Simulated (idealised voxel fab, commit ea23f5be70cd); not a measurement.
Presented below is a process module, voxel wiring stack.
Cross-sectional view cut (width: 275 nm; square cell size: 5 nm).
A cross-section in this document is a grid of square cells, and it is written down as bands, the top band listed before the ones below it; a band is made up of one or more rows of cells.
Per band: top height and bottom height in nm, followed by the left-to-right materials and their widths in nm; "edge to edge" marks a single material spanning edge to edge, "empty" marks empty space.
A quick word on heights: they are counted from 0, and under that level the wafer as it came to us is one material throughout. The lowest band is different from the rest in having no bottom; it simply continues downward, written as in "top 0, no bottom".
A width given as "30->40" starts at the first number in the band's top row and ends at the second number in its bottom row, shifting by an equal amount at every step from row to row.
Any step labelled "same as before" changed none of the cells in the cross-section.
Look at "Enclosed cavity list" for the closed voids: empty spaces with no open path to the top, sized 8 cells or up. Each is width x height at distance, distance from the left edge, all nm.
Post-settings text on a step line: simulator's own remark regarding the step.
"overlay nm" on a masked step: distance the mask lay right of its planned place, negative for left.
## The planned process steps are enumerated hereunder
1) op RECEIVE | material Si
2) op CONFORMAL_DEP | material SiO2 | thk nm 10
3) op DIRECTIONAL_DEP | material TiN | thk nm 5
4) op DIRECTIONAL_DEP | material W | thk nm 25
5) op PATTERN | tone cover | mask id METAL_1 | material resist | width nm 20 | pitch nm 35 | thk nm 15 | overlay nm 0
6) op DIRECTIONAL_ETCH | etch materials W | depth nm 25
7) op DIRECTIONAL_ETCH | etch materials TiN | depth nm 5
8) op STRIP | etch materials resist
9) op FILL_DEP | material lowk | thk nm 5
10) op CMP | height nm 40
11) op CONFORMAL_DEP | material SiCN | thk nm 5
12) op DIRECTIONAL_DEP | material SiO2 | thk nm 15
13) op PATTERN | tone open | mask id PLUG_1 | material resist | width nm 15 | pitch nm 70 | thk nm 20 | overlay nm 0
14) op DIRECTIONAL_ETCH | etch materials SiO2 | depth nm 15
15) op DIRECTIONAL_ETCH | etch materials SiCN | depth nm 5
16) op STRIP | etch materials resist
17) op EPI | material Ru | thk nm 10
18) op EPI | material Ru | thk nm 10
19) op DIRECTIONAL_DEP | material TiN | thk nm 5
20) op DIRECTIONAL_DEP | material W | thk nm 25
21) op DIRECTIONAL_DEP | material aC | thk nm 15
22) op PATTERN | tone cover | mask id METAL_2 | material resist | width nm 20 | pitch nm 35 | thk nm 30 | overlay nm 0
23) op DIRECTIONAL_ETCH | etch materials aC | depth nm 15
24) op STRIP | etch materials resist
25) op DIRECTIONAL_ETCH | etch materials W | depth nm 25
26) op DIRECTIONAL_ETCH | etch materials TiN | depth nm 5
27) op STRIP | etch materials aC
28) op FILL_DEP | material lowk | thk nm 5
29) op CMP | height nm 90
30) op CONFORMAL_DEP | material SiCN | thk nm 5
31) op DIRECTIONAL_DEP | material SiO2 | thk nm 10
32) op DIRECTIONAL_DEP | material aC | thk nm 10
33) op PATTERN | tone open | mask id PLUG_2 | material resist | width nm 15 | pitch nm 70 | thk nm 25 | overlay nm 0
34) op DIRECTIONAL_ETCH | etch materials aC | depth nm 10
35) op STRIP | etch materials resist
36) op DIRECTIONAL_ETCH | etch materials SiO2 | depth nm 10
37) op DIRECTIONAL_ETCH | etch materials SiCN | depth nm 5
38) op STRIP | etch materials aC
39) op CONFORMAL_DEP | material TiN | thk nm 5
40) op FILL_DEP | material Ru | thk nm 5
41) op CMP | height nm 105
42) op CONFORMAL_DEP | material SiN | thk nm 5
43) op DIRECTIONAL_DEP | material SiO2 | thk nm 15
44) op PATTERN | tone open | mask id METAL_3 | material resist | width nm 20 | pitch nm 35 | thk nm 20 | overlay nm 0
45) op DIRECTIONAL_ETCH | etch materials SiO2 | depth nm 15
46) op DIRECTIONAL_ETCH | etch materials SiN | depth nm 5
47) op STRIP | etch materials resist
48) op CONFORMAL_DEP | material TiN | thk nm 5
49) op FILL_DEP | material Cu | thk nm 10
50) op CMP | height nm 125
51) op EPI | material Ru | thk nm 5
52) op FILL_DEP | material SiCN | thk nm 5
## As-received state of the wafer in cross-section, equivalent to post-step 1
  top 0, no bottom  Si edge to edge
  Enclosed cavity list: none
## The module was run from the start shown above using the plan shown above, but one mistake was made doing it; the resulting wafer cross-section is below
  top 135, bottom 130  SiCN edge to edge
  top 130, bottom 125  SiCN: 85 | Ru: 30 | SiCN: 5 | Ru: 30 | SiCN: 5 | Ru: 30 | SiCN: 90
  top 125, bottom 110  SiO2: 90 | TiN: 5 | Cu: 10 | TiN: 5 | SiO2: 15 | TiN: 5 | Cu: 10 | TiN: 5 | SiO2: 15 | TiN: 5 | Cu: 10 | TiN: 5 | SiO2: 95
  top 110, bottom 105  SiN: 90 | TiN: 20 | SiN: 15 | TiN: 20 | SiN: 15 | TiN: 20 | SiN: 95
  top 105, bottom 95  SiO2: 90 | TiN: 5 | Ru: 10 | TiN: 5 | SiO2: 50 | TiN: 5 | Ru: 10 | TiN: 5 | SiO2: 95
  top 95, bottom 90  SiCN: 90 | TiN: 20 | SiCN: 50 | TiN: 20 | SiCN: 95
  top 90, bottom 65  lowk: 90 | W: 20 | lowk: 15 | W: 20 | lowk: 15 | W: 20 | lowk: 95
  top 65, bottom 60  lowk: 90 | TiN: 20 | lowk: 15 | TiN: 20 | lowk: 15 | TiN: 20 | lowk: 95
  top 60, bottom 45  SiO2: 90 | Ru: 15 | SiO2: 55 | Ru: 15 | SiO2: 100
  top 45, bottom 40  SiCN: 90 | Ru: 15 | SiCN: 55 | Ru: 15 | SiCN: 100
  top 40, bottom 15  lowk: 90 | W: 20 | lowk: 15 | W: 20 | lowk: 15 | W: 20 | lowk: 95
  top 15, bottom 10  lowk: 90 | TiN: 20 | lowk: 15 | TiN: 20 | lowk: 15 | TiN: 20 | lowk: 95
  top 10, bottom 0  SiO2 edge to edge
  top 0, no bottom  Si edge to edge
  Enclosed cavity list: none
It is concluded that the wafer was processed incorrectly with respect to the plan, in that the process deviated at step 33: the operation and settings actually run there were op PATTERN | tone open | mask id PLUG_2 | material resist | width nm 20 | pitch nm 70 | thk nm 25 | overlay nm 0
